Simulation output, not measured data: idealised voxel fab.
process module | voxel self aligned contacts
cross-section cut | 230 nm wide | cells 5 nm
A cross-section is a grid of square cells, given in bands from the top down. A band is one or more rows of cells.
Each band's line starts with the height of the band's top and of its bottom, in nm. Then come its materials from left to right, each with its width in nm. One material with "throughout" fills the band from edge to edge. "air" is empty space.
Height 0 is the level under which the wafer as received is all one material. The lowest band goes on downwards, as in "0 down".
A width such as "30 to 40" changes by the same amount from each row of cells to the next, from the band's top row to its bottom row.
"no change" after a step means that no cell of the cross-section changed.
closed voids: empty space of 8 cells or more with no open way to the top, each as width x height at its distance from the left edge, in nm
after a step's settings: what the simulator itself notes on the step
overlay nm, on a step with a mask: how far to the right of its planned place the mask lay; to the left if negative
plan
1 op RECEIVE | material Si
2 op OXIDIZE | depth nm 5
3 op DIRECTIONAL_DEP | material polySi | thk nm 25
4 op DIRECTIONAL_DEP | material SiN | thk nm 20
5 op PATTERN | tone cover | mask id GATE | material resist | width nm 35 | pitch nm 70 | thk nm 15 | overlay nm 0
6 op DIRECTIONAL_ETCH | etch materials SiN | depth nm 20
7 op DIRECTIONAL_ETCH | etch materials polySi | depth nm 25
8 op STRIP | etch materials resist
9 op CONFORMAL_DEP | material SiN | thk nm 5
10 op DIRECTIONAL_ETCH | etch materials SiN | depth nm 5
11 op FILL_DEP | material SiO2 | thk nm 15
12 op CMP | height nm 50
13 op MASKED_ETCH | tone open | mask id CONTACT | width nm 55 | etch materials SiO2 | depth nm 55 | overlay nm 0
14 op CONFORMAL_DEP | material TiN | thk nm 5
15 op FILL_DEP | material Ru | thk nm 10
16 op CMP | height nm 50
17 op CONFORMAL_DEP | material SiCN | thk nm 5
as received, after step 1
  0 down: Si throughout
  closed voids: none
first wafer at the end, as planned
  55 to 50: SiCN throughout
  50 to 45: SiO2 85 | TiN 20 | Ru 15 | TiN 20 | SiO2 90
  45 to 25: SiO2 55 | SiN 45 | TiN 5 | Ru 15 | TiN 5 | SiN 45 | SiO2 60
  25 to 0: SiO2 55 | SiN 5 | polySi 35 | SiN 5 | TiN 5 | Ru 15 | TiN 5 | SiN 5 | polySi 35 | SiN 5 | SiO2 60
  0 to -5: SiO2 100 | TiN 25 | SiO2 105
  -5 down: Si throughout
  closed voids: none
second wafer at the end: like start, like plan, one mistake
  55 to 50: SiCN throughout
  50 to 45: SiO2 85 | TiN 20 | Ru 15 | TiN 20 | SiO2 90
  45 to 25: SiO2 55 | SiN 45 | TiN 5 | Ru 15 | TiN 5 | SiN 45 | SiO2 60
  25 to 10: SiO2 55 | SiN 5 | polySi 35 | SiN 5 | TiN 5 | Ru 15 | TiN 5 | SiN 5 | polySi 35 | SiN 5 | SiO2 60
  10 to 5: SiO2 55 | SiN 5 | polySi 35 | SiN 5 | TiN 25 | SiN 5 | polySi 35 | SiN 5 | SiO2 60
  5 to 0: SiN 60 | polySi 35 | SiN 35 | polySi 35 | SiN 65
  0 to -5: SiO2 throughout
  -5 down: Si throughout
  closed voids: none
what went wrong: steps 9 and 10 were swapped
at the end the second wafer has, in cells: 6 fewer of Ru | 28 more of SiN | 18 fewer of SiO2 | 4 fewer of TiN
